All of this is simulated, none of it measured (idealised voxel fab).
process module | voxel self aligned contacts
cross-section cut | 225 nm wide | cells 5 nm
A cross-section is a grid of square cells, given in bands from the top down. A band is one or more rows of cells.
Each band's line starts with the height of the band's top and of its bottom, in nm. Then come its materials from left to right, each with its width in nm. One material with "throughout" fills the band from edge to edge. "air" is empty space.
Height 0 is the level under which the wafer as received is all one material. The lowest band goes on downwards, as in "0 down".
A width such as "30 to 40" changes by the same amount from each row of cells to the next, from the band's top row to its bottom row.
"no change" after a step means that no cell of the cross-section changed.
closed voids: empty space of 8 cells or more with no open way to the top, each as width x height at its distance from the left edge, in nm
after a step's settings: what the simulator itself notes on the step
overlay nm, on a step with a mask: how far to the right of its planned place the mask lay; to the left if negative
plan
1 op RECEIVE | material Si
2 op CONFORMAL_DEP | material SiO2 | thk nm 5
3 op DIRECTIONAL_DEP | material polySi | thk nm 20
4 op DIRECTIONAL_DEP | material SiN | thk nm 20
5 op PATTERN | tone cover | mask id GATE | material resist | width nm 35 | pitch nm 65 | thk nm 15 | overlay nm 0
6 op DIRECTIONAL_ETCH | etch materials SiN | depth nm 20
7 op DIRECTIONAL_ETCH | etch materials polySi | depth nm 20
8 op STRIP | etch materials resist
9 op CONFORMAL_DEP | material SiN | thk nm 5
10 op DIRECTIONAL_ETCH | etch materials SiN | depth nm 5
11 op FILL_DEP | material SiO2 | thk nm 15
12 op CMP | height nm 50
13 op PATTERN | tone open | mask id CONTACT | material resist | width nm 40 | thk nm 15 | overlay nm 0
14 op DIRECTIONAL_ETCH | etch materials SiO2 | depth nm 50
15 op STRIP | etch materials resist
16 op CONFORMAL_DEP | material TiN | thk nm 5
17 op FILL_DEP | material Ru | thk nm 10
18 op CMP | height nm 50
19 op CONFORMAL_DEP | material SiCN | thk nm 5
as received, after step 1
  0 down: Si throughout
  closed voids: none
a wafer at the end: this start, this plan, one mistake
  55 to 50: SiCN throughout
  50 to 45: SiO2 90 | TiN 40 | SiO2 95
  45 to 25: SiN 65 | SiO2 25 | SiN 40 | SiO2 25 | SiN 70
  25 to 5: polySi 60 | SiN 5 | SiO2 25 | SiN 5 | polySi 30 | SiN 5 | SiO2 25 | SiN 5 | polySi 65
  5 to 0: SiO2 throughout
  0 down: Si throughout
  closed voids: none
what went wrong: step 5 ran as: op PATTERN | tone open | mask id GATE | material resist | width nm 35 | pitch nm 65 | thk nm 15 | overlay nm 0
